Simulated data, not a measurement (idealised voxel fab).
Process module, titled voxel fin reveal
Displayed cross-section: cut, width of 275 nm, square cells sized 5 nm.
Heads up, the way a cross-section reads in here is a grid of square cells, handed over as bands from the top down, with every band being one or more rows of cells.
Band: top height; bottom height; in nm. Then, left to right: material with width in nm, for each material. "throughout": a single material spanning edge to edge. "air": empty space.
It should be noted that heights are counted from 0, beneath which the wafer as supplied is of one material throughout, and that the lowest band possesses no lower boundary but continues downward, as written in "0 down".
Per-row width for "30->40": begins at first number (top row of band), ends at second number (bottom row), increment between rows held constant.
Where the words "no alterations made" appear for a step, the cross-section shows no cell changed by that step; every cell remained as before.
"Voids lacking openings" enumerates empty spaces isolated from the top, with no open way to it, that contain at least 8 cells, giving each as width x height at distance from the left edge, all three in nm.
Past the settings on a step's line: simulator remark, on that step.
"overlay nm" on a masked step: distance the mask lay right of its planned place, negative for left.

plan:
1 RECEIVE (material Si)
2 CONFORMAL_DEP (material SiN; thk nm 5)
3 PATTERN (tone cover; mask id FINS; material resist; width nm 15; pitch nm 35; thk nm 20; overlay nm 0)
4 DIRECTIONAL_ETCH (etch materials SiN; depth nm 5)
5 DIRECTIONAL_ETCH (etch materials Si; depth nm 40)
6 STRIP (etch materials resist)
7 OXIDIZE (depth nm 5)
8 FILL_DEP (material SiO2; thk nm 15)
9 CMP (height nm 5)
10 SELECTIVE_ETCH (etch materials SiO2; depth nm 35)
11 STRIP (etch materials SiN)

Cross-section of the wafer upon arrival, representing the state reached after step 1:
- 0 down | Si throughout
- Voids lacking openings: none

Cross-sectional view of the first of the two wafers upon completion of the module, processed in accordance with the plan:
- 0 to -30 | 115 air, then 5 Si, then 30 air, then 5 Si, then 120 air
- -30 to -45 | 115 SiO2, then 5 Si, then 30 SiO2, then 5 Si, then 120 SiO2
- -45 down | Si throughout
- Voids lacking openings: none

Now the second wafer, cross-sectioned at the end of the module. Nothing different at the start, nothing different in the plan compared with the first, just one mistake when it was actually run:
- 0 to -40 | 115 air, then 5 Si, then 30 air, then 5 Si, then 120 air
- -40 to -45 | 115 SiO2, then 5 Si, then 30 SiO2, then 5 Si, then 120 SiO2
- -45 down | Si throughout
- Voids lacking openings: none
What was the processing mistake? in deviation from the planned setting, step 10 was conducted as SELECTIVE_ETCH (etch materials SiO2; depth nm 45)
Heads up, by the end the second wafer has more or fewer cells of some materials compared to the first: SiO2 -106
